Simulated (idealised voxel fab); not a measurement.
process module | voxel self aligned contacts
cross-section cut | 265 nm wide | cells 5 nm
A cross-section is a grid of square cells, given in bands from the top down. A band is one or more rows of cells.
Each band's line starts with the height of the band's top and of its bottom, in nm. Then come its materials from left to right, each with its width in nm. One material with "throughout" fills the band from edge to edge. "air" is empty space.
Height 0 is the level under which the wafer as received is all one material. The lowest band goes on downwards, as in "0 down".
A width such as "30 to 40" changes by the same amount from each row of cells to the next, from the band's top row to its bottom row.
"no change" after a step means that no cell of the cross-section changed.
closed voids: empty space of 8 cells or more with no open way to the top, each as width x height at its distance from the left edge, in nm
after a step's settings: what the simulator itself notes on the step
overlay nm, on a step with a mask: how far to the right of its planned place the mask lay; to the left if negative
plan
1 op RECEIVE | material Si
2 op CONFORMAL_DEP | material SiO2 | thk nm 5
3 op DIRECTIONAL_DEP | material polySi | thk nm 25
4 op DIRECTIONAL_DEP | material SiN | thk nm 20
5 op DIRECTIONAL_DEP | material aC | thk nm 10
6 op PATTERN | tone cover | mask id GATE | material resist | width nm 25 | pitch nm 70 | thk nm 30 | overlay nm 0
7 op DIRECTIONAL_ETCH | etch materials aC | depth nm 10
8 op STRIP | etch materials resist
9 op DIRECTIONAL_ETCH | etch materials SiN | depth nm 20
10 op DIRECTIONAL_ETCH | etch materials polySi | depth nm 25
11 op STRIP | etch materials aC
12 op CONFORMAL_DEP | material SiN | thk nm 10
13 op DIRECTIONAL_ETCH | etch materials SiN | depth nm 10
14 op FILL_DEP | material SiO2 | thk nm 15
15 op CMP | height nm 55
16 op DIRECTIONAL_DEP | material aC | thk nm 15
17 op PATTERN | tone open | mask id CONTACT | material resist | width nm 55 | thk nm 35 | overlay nm 0
18 op DIRECTIONAL_ETCH | etch materials aC | depth nm 15
19 op STRIP | etch materials resist
20 op DIRECTIONAL_ETCH | etch materials SiO2 | depth nm 55
21 op STRIP | etch materials aC
22 op CONFORMAL_DEP | material TiN | thk nm 5
23 op FILL_DEP | material Ru | thk nm 10
24 op CMP | height nm 55
25 op CONFORMAL_DEP | material SiN | thk nm 5
first wafer, as planned
as received, after step 1
  0 down: Si throughout
  closed voids: none
after step 2
  5 to 0: SiO2 throughout
  below 0: unchanged
after step 3
  30 to 5: polySi throughout
  below 5: unchanged
after step 4
  50 to 30: SiN throughout
  below 30: unchanged
after step 5
  60 to 50: aC throughout
  below 50: unchanged
after step 6
  90 to 60: air 85 | resist 25 | air 45 | resist 25 | air 85
  below 60: unchanged
after step 7
  80 to 60: air 85 | resist 25 | air 45 | resist 25 | air 85
  60 to 50: air 85 | aC 25 | air 45 | aC 25 | air 85
  below 50: unchanged
after step 8
  60 to 50: air 85 | aC 25 | air 45 | aC 25 | air 85
  below 50: unchanged
after step 9
  60 to 50: air 85 | aC 25 | air 45 | aC 25 | air 85
  50 to 30: air 85 | SiN 25 | air 45 | SiN 25 | air 85
  below 30: unchanged
after step 10
  60 to 50: air 85 | aC 25 | air 45 | aC 25 | air 85
  50 to 30: air 85 | SiN 25 | air 45 | SiN 25 | air 85
  30 to 5: air 85 | polySi 25 | air 45 | polySi 25 | air 85
  below 5: unchanged
after step 11
  50 to 30: air 85 | SiN 25 | air 45 | SiN 25 | air 85
  below 30: unchanged
after step 12
  60 to 30: air 75 | SiN 45 | air 25 | SiN 45 | air 75
  30 to 15: air 75 | SiN 10 | polySi 25 | SiN 10 | air 25 | SiN 10 | polySi 25 | SiN 10 | air 75
  15 to 5: SiN 85 | polySi 25 | SiN 45 | polySi 25 | SiN 85
  below 5: unchanged
after step 13
  50 to 30: air 75 | SiN 45 | air 25 | SiN 45 | air 75
  30 to 5: air 75 | SiN 10 | polySi 25 | SiN 10 | air 25 | SiN 10 | polySi 25 | SiN 10 | air 75
  below 5: unchanged
after step 14
  65 to 50: SiO2 throughout
  50 to 30: SiO2 75 | SiN 45 | SiO2 25 | SiN 45 | SiO2 75
  30 to 5: SiO2 75 | SiN 10 | polySi 25 | SiN 10 | SiO2 25 | SiN 10 | polySi 25 | SiN 10 | SiO2 75
  below 5: unchanged
after step 15
  55 to 50: SiO2 throughout
  below 50: unchanged
after step 16
  70 to 55: aC throughout
  below 55: unchanged
after step 17
  105 to 70: resist 105 | air 55 | resist 105
  below 70: unchanged
after step 18
  90 to 70: resist 105 | air 55 | resist 105
  70 to 55: aC 105 | air 55 | aC 105
  below 55: unchanged
after step 19
  70 to 55: aC 105 | air 55 | aC 105
  below 55: unchanged
after step 20
  70 to 55: aC 105 | air 55 | aC 105
  55 to 50: SiO2 105 | air 55 | SiO2 105
  50 to 30: SiO2 75 | SiN 45 | air 25 | SiN 45 | SiO2 75
  30 to 5: SiO2 75 | SiN 10 | polySi 25 | SiN 10 | air 25 | SiN 10 | polySi 25 | SiN 10 | SiO2 75
  5 to 0: SiO2 120 | air 25 | SiO2 120
  below 0: unchanged
after step 21
  55 to 50: SiO2 105 | air 55 | SiO2 105
  below 50: unchanged
after step 22
  60 to 55: TiN 110 | air 45 | TiN 110
  55 to 50: SiO2 105 | TiN 20 | air 15 | TiN 20 | SiO2 105
  50 to 30: SiO2 75 | SiN 45 | TiN 5 | air 15 | TiN 5 | SiN 45 | SiO2 75
  30 to 5: SiO2 75 | SiN 10 | polySi 25 | SiN 10 | TiN 5 | air 15 | TiN 5 | SiN 10 | polySi 25 | SiN 10 | SiO2 75
  5 to 0: SiO2 120 | TiN 25 | SiO2 120
  below 0: unchanged
after step 23
  70 to 60: Ru throughout
  60 to 55: TiN 110 | Ru 45 | TiN 110
  55 to 50: SiO2 105 | TiN 20 | Ru 15 | TiN 20 | SiO2 105
  50 to 30: SiO2 75 | SiN 45 | TiN 5 | Ru 15 | TiN 5 | SiN 45 | SiO2 75
  30 to 5: SiO2 75 | SiN 10 | polySi 25 | SiN 10 | TiN 5 | Ru 15 | TiN 5 | SiN 10 | polySi 25 | SiN 10 | SiO2 75
  below 5: unchanged
after step 24
  55 to 50: SiO2 105 | TiN 20 | Ru 15 | TiN 20 | SiO2 105
  below 50: unchanged
after step 25
  60 to 55: SiN throughout
  below 55: unchanged
second wafer: like start, like plan, one mistake. Through step 2 it matches the first wafer
when step 3 should have ended
  25 to 5: SiN throughout
  below 5: unchanged
when step 4 should have ended
  50 to 25: polySi throughout
  below 25: unchanged
when step 5 should have ended
  60 to 50: aC throughout
  below 50: unchanged
when step 6 should have ended
  90 to 60: air 85 | resist 25 | air 45 | resist 25 | air 85
  below 60: unchanged
when step 7 should have ended
  80 to 60: air 85 | resist 25 | air 45 | resist 25 | air 85
  60 to 50: air 85 | aC 25 | air 45 | aC 25 | air 85
  below 50: unchanged
when step 8 should have ended
  60 to 50: air 85 | aC 25 | air 45 | aC 25 | air 85
  below 50: unchanged
when step 9 should have ended: no change
when step 10 should have ended
  60 to 50: air 85 | aC 25 | air 45 | aC 25 | air 85
  50 to 25: air 85 | polySi 25 | air 45 | polySi 25 | air 85
  below 25: unchanged
when step 11 should have ended
  50 to 25: air 85 | polySi 25 | air 45 | polySi 25 | air 85
  below 25: unchanged
when step 12 should have ended
  60 to 50: air 75 | SiN 45 | air 25 | SiN 45 | air 75
  50 to 35: air 75 | SiN 10 | polySi 25 | SiN 10 | air 25 | SiN 10 | polySi 25 | SiN 10 | air 75
  35 to 25: SiN 85 | polySi 25 | SiN 45 | polySi 25 | SiN 85
  below 25: unchanged
when step 13 should have ended
  50 to 25: air 75 | SiN 10 | polySi 25 | SiN 10 | air 25 | SiN 10 | polySi 25 | SiN 10 | air 75
  below 25: unchanged
when step 14 should have ended
  65 to 50: SiO2 throughout
  50 to 25: SiO2 75 | SiN 10 | polySi 25 | SiN 10 | SiO2 25 | SiN 10 | polySi 25 | SiN 10 | SiO2 75
  below 25: unchanged
when step 15 should have ended
  55 to 50: SiO2 throughout
  below 50: unchanged
when step 16 should have ended
  70 to 55: aC throughout
  below 55: unchanged
when step 17 should have ended
  105 to 70: resist 105 | air 55 | resist 105
  below 70: unchanged
when step 18 should have ended
  90 to 70: resist 105 | air 55 | resist 105
  70 to 55: aC 105 | air 55 | aC 105
  below 55: unchanged
when step 19 should have ended
  70 to 55: aC 105 | air 55 | aC 105
  below 55: unchanged
when step 20 should have ended
  70 to 55: aC 105 | air 55 | aC 105
  55 to 50: SiO2 105 | air 55 | SiO2 105
  50 to 25: SiO2 75 | SiN 10 | polySi 25 | SiN 10 | air 25 | SiN 10 | polySi 25 | SiN 10 | SiO2 75
  below 25: unchanged
when step 21 should have ended
  55 to 50: SiO2 105 | air 55 | SiO2 105
  below 50: unchanged
when step 22 should have ended
  60 to 55: TiN 110 | air 45 | TiN 110
  55 to 50: SiO2 105 | TiN 20 | air 15 | TiN 20 | SiO2 105
  50 to 30: SiO2 75 | SiN 10 | polySi 25 | SiN 10 | TiN 5 | air 15 | TiN 5 | SiN 10 | polySi 25 | SiN 10 | SiO2 75
  30 to 25: SiO2 75 | SiN 10 | polySi 25 | SiN 10 | TiN 25 | SiN 10 | polySi 25 | SiN 10 | SiO2 75
  below 25: unchanged
when step 23 should have ended
  70 to 60: Ru throughout
  60 to 55: TiN 110 | Ru 45 | TiN 110
  55 to 50: SiO2 105 | TiN 20 | Ru 15 | TiN 20 | SiO2 105
  50 to 30: SiO2 75 | SiN 10 | polySi 25 | SiN 10 | TiN 5 | Ru 15 | TiN 5 | SiN 10 | polySi 25 | SiN 10 | SiO2 75
  below 30: unchanged
when step 24 should have ended
  55 to 50: SiO2 105 | TiN 20 | Ru 15 | TiN 20 | SiO2 105
  below 50: unchanged
when step 25 should have ended
  60 to 55: SiN throughout
  below 55: unchanged
what went wrong: steps 3 and 4 were swapped
at the end the second wafer has, in cells: 15 fewer of Ru | 140 more of SiN | 115 fewer of SiO2 | 10 fewer of TiN
